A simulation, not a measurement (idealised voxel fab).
Process module heading - voxel self aligned contacts
Cross-sectional view cut (width: 285 nm; square cell size: 5 nm).
Throughout this document, each cross-section is represented as a grid of square cells and is presented as a sequence of bands enumerated from the top downward, where a band comprises one or more rows of cells. The entry gives the band's vertical extent as a top height and a bottom height in nm, then its horizontal make-up as materials from left to right, each with a width in nm. "air" stands for empty space; a single material marked "full width" fills the band edge to edge. Height is counted from the level 0, under which the received wafer is composed throughout of one material. The lowest of the bands is not closed at the bottom but continues downward, in the notation "from 0 down". A width such as "30 to 40" changes by the same amount from each row of cells to the next, from the band's top row to its bottom row. A step reported as "no modifications" is a step in which no cell of the cross-section changed. The list in "Enclosed empty spaces" covers empty spaces of 8 cells or more that cannot reach the top through any open way, and it gives each as width x height at distance; the distance is from the left edge, and width, height and distance are in nm. Post-settings text on a step line: simulator's own remark regarding the step. overlay nm: for a step with a mask, the amount by which the mask lay right of where it was planned; a negative amount means left of it.
# Planned process steps
step 1: RECEIVE [material Si]
step 2: OXIDIZE [depth nm 5]
step 3: DIRECTIONAL_DEP [material polySi] [thk nm 20]
step 4: DIRECTIONAL_DEP [material SiN] [thk nm 20]
step 5: MASKED_ETCH [tone cover] [mask id GATE] [width nm 30] [pitch nm 60] [etch materials SiN] [depth nm 20] [overlay nm -15]
step 6: MASKED_ETCH [tone cover] [mask id GATE] [width nm 30] [pitch nm 60] [etch materials polySi] [depth nm 20] [overlay nm 0]
step 7: CONFORMAL_DEP [material SiN] [thk nm 5]
step 8: DIRECTIONAL_ETCH [etch materials SiN] [depth nm 5]
step 9: FILL_DEP [material SiO2] [thk nm 15]
step 10: CMP [height nm 45]
step 11: MASKED_ETCH [tone open] [mask id CONTACT] [width nm 40] [etch materials SiO2] [depth nm 50] [overlay nm 0]
step 12: CONFORMAL_DEP [material TiN] [thk nm 5]
step 13: FILL_DEP [material W] [thk nm 10]
step 14: CMP [height nm 45]
step 15: CONFORMAL_DEP [material SiN] [thk nm 5]
Every wafer here starts from the same state; it is the step 5 overlay nm that distinguishes them, and the value the plan gives belongs to the first wafer.
# The first of several wafers, as received after step 1, seen in section
- from 0 down  Si full width
- Enclosed empty spaces: none
# Each row below is a wafer at the end of the module, listing for every material the number of cells it has gained (+) or lost (-) since it was received, followed by its closed voids
overlay nm -15; -57 Si; +137 SiN; +393 SiO2; +21 TiN; +4 W; +72 polySi; Enclosed empty spaces: none
overlay nm -10; -57 Si; +137 SiN; +392 SiO2; +26 TiN; +8 W; +64 polySi; Enclosed empty spaces: none
overlay nm -5; -57 Si; +137 SiN; +395 SiO2; +26 TiN; +13 W; +56 polySi; Enclosed empty spaces: none
overlay nm 0; -57 Si; +137 SiN; +398 SiO2; +26 TiN; +18 W; +48 polySi; Enclosed empty spaces: none
overlay nm 5; -57 Si; +137 SiN; +395 SiO2; +26 TiN; +13 W; +56 polySi; Enclosed empty spaces: none
overlay nm 10; -57 Si; +137 SiN; +392 SiO2; +26 TiN; +8 W; +64 polySi; Enclosed empty spaces: none
overlay nm 15; -57 Si; +137 SiN; +393 SiO2; +21 TiN; +4 W; +72 polySi; Enclosed empty spaces: none
